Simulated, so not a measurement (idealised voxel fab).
The following is a process module called voxel self aligned vias.
Section cut is 195 nm wide and gridded with 5 nm square cells.
Format of a cross-section: grid, square cells. Given as bands. Order: top down. Band: one or more rows of cells. First you get the band's top height and its bottom height, in nm, and then the materials it's made of, left to right, with each width in nm. If you see a single material with "full width", that one covers the band edge to edge. "air" is empty space. Basically, 0 is our baseline, since under it the wafer straight out of the box is all one material. The bottom band has no lower end and keeps on going down, so it looks like "0 -> down". Width spec "30..40" -> top row of cells at first value, bottom row at second value, equal per-row change in between. A step reported as "no modifications" is a step in which no cell of the cross-section changed. The label "Unvented internal voids" introduces a list of the empty spaces, 8 cells or larger, that have no open way up to the top; each entry in it reads width x height at distance, where the distance is taken from the left edge and all three are stated in nm. That trailing text on a step's line, after the settings, is the simulator's own remark on the step. Steps that use a mask can have "overlay nm" on their line. It says how far the mask sat to the right of where it was meant to be. Negative means to the left.
The planned process steps are enumerated hereunder:
1. op RECEIVE | material Si
2. op CONFORMAL_DEP | material SiO2 | thk nm 15
3. op CONFORMAL_DEP | material SiCN | thk nm 5
4. op DIRECTIONAL_DEP | material SiO2 | thk nm 25
5. op MASKED_ETCH | tone open | mask id LINES | width nm 25 | pitch nm 65 | etch materials SiO2 | depth nm 25 | overlay nm 0
6. op CONFORMAL_DEP | material TiN | thk nm 5
7. op FILL_DEP | material Ru | thk nm 10
8. op CMP | height nm 45
9. op SELECTIVE_ETCH | etch materials W Ru TiN | depth nm 5
10. op FILL_DEP | material SiN | thk nm 5
11. op CMP | height nm 45
12. op DIRECTIONAL_DEP | material SiO2 | thk nm 15
13. op DIRECTIONAL_DEP | material aC | thk nm 10
14. op PATTERN | tone open | mask id VIAS | material resist | width nm 35 | thk nm 30 | overlay nm 0
15. op DIRECTIONAL_ETCH | etch materials aC | depth nm 10
16. op STRIP | etch materials resist
17. op DIRECTIONAL_ETCH | etch materials SiO2 | depth nm 15
18. op DIRECTIONAL_ETCH | etch materials SiN | depth nm 5
19. op STRIP | etch materials aC
20. op CONFORMAL_DEP | material TiN | thk nm 5
21. op FILL_DEP | material Ru | thk nm 10
22. op CMP | height nm 60
23. op CONFORMAL_DEP | material SiN | thk nm 5
Here's what the wafer looked like in cross-section when it arrived - that's after step 1:
0 -> down | Si full width
Unvented internal voids: none
Run as planned - first of the two wafers cross-sectioned at the end of the module:
65 -> 60 | SiN full width
60 -> 50 | 45 SiO2, then 5 TiN, then 25 Ru, then 5 TiN, then 115 SiO2
50 -> 45 | 45 SiO2, then 10 TiN, then 15 Ru, then 10 TiN, then 115 SiO2
45 -> 40 | 50 SiO2, then 25 TiN, then 40 SiO2, then 25 SiN, then 55 SiO2
40 -> 25 | 50 SiO2, then 5 TiN, then 15 Ru, then 5 TiN, then 40 SiO2, then 5 TiN, then 15 Ru, then 5 TiN, then 55 SiO2
25 -> 20 | 50 SiO2, then 25 TiN, then 40 SiO2, then 25 TiN, then 55 SiO2
20 -> 15 | SiCN full width
15 -> 0 | SiO2 full width
0 -> down | Si full width
Unvented internal voids: none
Cross-section, second wafer: same start as the first, same plan as the first, one mistake in running it; taken at the end of the module:
65 -> 60 | SiN full width
60 -> 50 | 45 SiO2, then 5 TiN, then 25 Ru, then 5 TiN, then 115 SiO2
50 -> 45 | 45 SiO2, then 10 TiN, then 15 Ru, then 10 TiN, then 115 SiO2
45 -> 40 | 50 SiO2, then 25 TiN, then 40 SiO2, then 25 SiN, then 55 SiO2
40 -> 35 | 50 SiO2, then 25 TiN, then 40 SiO2, then 25 TiN, then 55 SiO2
35 -> 30 | SiCN full width
30 -> 0 | SiO2 full width
0 -> down | Si full width
Unvented internal voids: none
What broke from the plan during processing? in the plan, step 2 was performed twice
Count the cells at the end and the second wafer has more or fewer of some materials than the first: Ru: 18 fewer; SiO2: 30 more; TiN: 12 fewer
